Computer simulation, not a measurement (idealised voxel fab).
You're looking at the process module voxel tone inversion.
Section shown: cut. Width: 300 nm. Cell size: 5 nm, square.
Cross-section, as written here: a square-cell grid given band by band from the top down, where a band holds one or more rows of cells. Band entry format. Leading values: height of top, height of bottom, nm. Remainder: materials in left-to-right order, each with its width in nm. Special words: "edge to edge" on a single material, which then fills the band edge to edge; "blank", empty space. Zero point of the height axis is 0; under it, received wafer = one material. Lowest band: continues down indefinitely, "0 -> down". Quick explanation for "30..40": the width changes in equal steps down the rows of cells, from the first number in the band's top row to the second number in its bottom row. What does "nothing got changed" mean for a step? It means no cell of the cross-section changed in that step. In "Sealed voids" the enclosed voids are listed, meaning empty spaces of 8 cells or larger without any opening to the top. The form is width x height at distance, distance from the left edge, units nm. Note: text after step settings on the step line = simulator remark on that step. You can add "overlay nm" to a step's line. For a step with a mask, it describes how far the mask lay to the right of its planned position, and a negative number describes a lay to the left.

Steps planned for the process
| 1 | RECEIVE [material Si] |
| 2 | CONFORMAL_DEP [material SiCN] [thk nm 10] |
| 3 | DIRECTIONAL_DEP [material polySi] [thk nm 20] |
| 4 | PATTERN [tone cover] [mask id POSTS] [material resist] [width nm 25] [pitch nm 55] [thk nm 30] [overlay nm 0] |
| 5 | DIRECTIONAL_ETCH [etch materials polySi] [depth nm 20] |
| 6 | STRIP [etch materials resist] |
| 7 | FILL_DEP [material SiO2] [thk nm 10] |
| 8 | CMP [height nm 30] |
| 9 | STRIP [etch materials polySi] |
| 10 | CONFORMAL_DEP [material TiN] [thk nm 5] |
| 11 | FILL_DEP [material Cu] [thk nm 10] |
| 12 | CMP [height nm 30] |
| 13 | CONFORMAL_DEP [material SiN] [thk nm 5] |

As-received wafer cross-section (after step 1)
* 0 -> down: Si edge to edge
* Sealed voids: none

Run as planned - first of the two wafers cross-sectioned at the end of the module
* 35 -> 30: SiN edge to edge
* 30 -> 15: 55 of SiO2 / 5 of TiN / 15 of Cu / 5 of TiN / 30 of SiO2 / 5 of TiN / 15 of Cu / 5 of TiN / 30 of SiO2 / 5 of TiN / 15 of Cu / 5 of TiN / 30 of SiO2 / 5 of TiN / 15 of Cu / 5 of TiN / 55 of SiO2
* 15 -> 10: 55 of SiO2 / 25 of TiN / 30 of SiO2 / 25 of TiN / 30 of SiO2 / 25 of TiN / 30 of SiO2 / 25 of TiN / 55 of SiO2
* 10 -> 0: SiCN edge to edge
* 0 -> down: Si edge to edge
* Sealed voids: none

Cross-section, wafer two of two, end of module: same start and plan as wafer one, one error in execution
* 35 -> 30: SiN edge to edge
* 30 -> 15: 50 of Cu / 5 of TiN / 25 of SiO2 / 5 of TiN / 20 of Cu / 5 of TiN / 25 of SiO2 / 5 of TiN / 20 of Cu / 5 of TiN / 25 of SiO2 / 5 of TiN / 20 of Cu / 5 of TiN / 25 of SiO2 / 5 of TiN / 50 of Cu
* 15 -> 10: 55 of TiN / 25 of SiO2 / 30 of TiN / 25 of SiO2 / 30 of TiN / 25 of SiO2 / 30 of TiN / 25 of SiO2 / 55 of TiN
* 10 -> 0: SiCN edge to edge
* 0 -> down: Si edge to edge
* Sealed voids: none
Misprocessing identified: step 4 did not use the planned setting and instead ran as PATTERN [tone open] [mask id POSTS] [material resist] [width nm 25] [pitch nm 55] [thk nm 30] [overlay nm 0]
Final comparison by cell count, materials where the second wafer has more or fewer than the first: Cu +60, SiO2 -80, TiN +20
